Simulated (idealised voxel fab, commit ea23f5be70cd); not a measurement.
Herein follows the process module entitled voxel capacitor over wiring.
Section cut is 175 nm wide and gridded with 5 nm square cells.
Format of a cross-section: grid, square cells. Given as bands. Order: top down. Band: one or more rows of cells. The band entry comprises the height of the band's top followed by the height of its bottom, expressed in nm, and subsequently the band's materials from left to right, each stated together with its width in nm. Where a single material is marked with the word "edge to edge", that material fills the band from edge to edge. The word "blank" represents empty space. Heights from 0 (as-received wafer is one material below). Bottom band endless downward, as "0 and below". A width given as "30->40" starts at the first number in the band's top row and ends at the second number in its bottom row, shifting by an equal amount at every step from row to row. "all unchanged" after a step means that no cell of the cross-section changed. Basically, "Sealed void list" tells you about the enclosed voids: empty spaces with no open way to the top, 8 cells or bigger, each written width x height at distance, where distance is from the left edge, all in nm. Read whatever lies past the settings on a step's line as the simulator's own remark about the step. overlay nm: right-of-plan distance of the mask on a masked step; negative values mean left-of-plan.
# The steps planned for the process are as follows
1 RECEIVE,material Si
2 CONFORMAL_DEP,material SiO2,thk nm 10
3 DIRECTIONAL_DEP,material TiN,thk nm 5
4 DIRECTIONAL_DEP,material Ru,thk nm 20
5 DIRECTIONAL_DEP,material aC,thk nm 15
6 PATTERN,tone cover,mask id METAL_1,material resist,width nm 25,pitch nm 75,thk nm 30,overlay nm 0
7 DIRECTIONAL_ETCH,etch materials aC,depth nm 15
8 STRIP,etch materials resist
9 DIRECTIONAL_ETCH,etch materials Ru,depth nm 20
10 DIRECTIONAL_ETCH,etch materials TiN,depth nm 5
11 STRIP,etch materials aC
12 FILL_DEP,material lowk,thk nm 10
13 CMP,height nm 35
14 CONFORMAL_DEP,material SiCN,thk nm 5
15 DIRECTIONAL_DEP,material SiO2,thk nm 20
16 DIRECTIONAL_DEP,material aC,thk nm 10
17 PATTERN,tone open,mask id PLUG_1,material resist,width nm 15,thk nm 25,overlay nm 0
18 DIRECTIONAL_ETCH,etch materials aC,depth nm 10
19 STRIP,etch materials resist
20 DIRECTIONAL_ETCH,etch materials SiO2,depth nm 20
21 DIRECTIONAL_ETCH,etch materials SiCN,depth nm 5
22 STRIP,etch materials aC
23 EPI,material Ru,thk nm 10
24 EPI,material Ru,thk nm 10
25 EPI,material Ru,thk nm 5
26 DIRECTIONAL_DEP,material TiN,thk nm 10
27 DIRECTIONAL_DEP,material SiN,thk nm 5
28 DIRECTIONAL_DEP,material TiN,thk nm 5
29 PATTERN,tone cover,mask id UPPER_PLATE,material resist,width nm 55,thk nm 15,overlay nm 0
30 DIRECTIONAL_ETCH,etch materials TiN,depth nm 5
31 DIRECTIONAL_ETCH,etch materials SiN,depth nm 5
32 STRIP,etch materials resist
33 MASKED_ETCH,tone cover,mask id LOWER_PLATE,width nm 65,etch materials TiN,depth nm 10,overlay nm 0
34 FILL_DEP,material SiO2,thk nm 20
35 CMP,height nm 95
36 DIRECTIONAL_DEP,material aC,thk nm 10
37 PATTERN,tone open,mask id PLUG_2,material resist,width nm 15,thk nm 30,overlay nm 0
38 DIRECTIONAL_ETCH,etch materials aC,depth nm 10
39 STRIP,etch materials resist
40 DIRECTIONAL_ETCH,etch materials SiO2,depth nm 15
41 STRIP,etch materials aC
42 CONFORMAL_DEP,material TiN,thk nm 5
43 FILL_DEP,material Cu,thk nm 5
44 CMP,height nm 95
45 CONFORMAL_DEP,material SiN,thk nm 5
# Cross-section of the wafer as it came to us, i.e., already through step 1
0 and below  Si edge to edge
Sealed void list: none
# End state of the module in cross-section, given the above starting point and plan and one mistake in execution
100 down to 95  SiN edge to edge
95 down to 85  55 of SiO2  5 of TiN  5 of Cu  5 of TiN  105 of SiO2
85 down to 80  55 of SiO2  15 of TiN  105 of SiO2
80 down to 75  40 of SiO2  5 of TiN  55 of SiO2  5 of TiN  70 of SiO2
75 down to 70  45 of SiN  55 of SiO2  75 of SiN
70 down to 60  TiN edge to edge
60 down to 40  45 of SiO2  15 of Ru  115 of SiO2
40 down to 35  45 of SiCN  15 of Ru  115 of SiCN
35 down to 15  35 of lowk  25 of Ru  50 of lowk  25 of Ru  40 of lowk
15 down to 10  35 of lowk  25 of TiN  50 of lowk  25 of TiN  40 of lowk
10 down to 0  SiO2 edge to edge
0 and below  Si edge to edge
Sealed void list: none
Short version of what went wrong: step 29 went in with a setting other than planned; the actual run was PATTERN,tone open,mask id UPPER_PLATE,material resist,width nm 55,thk nm 15,overlay nm 0
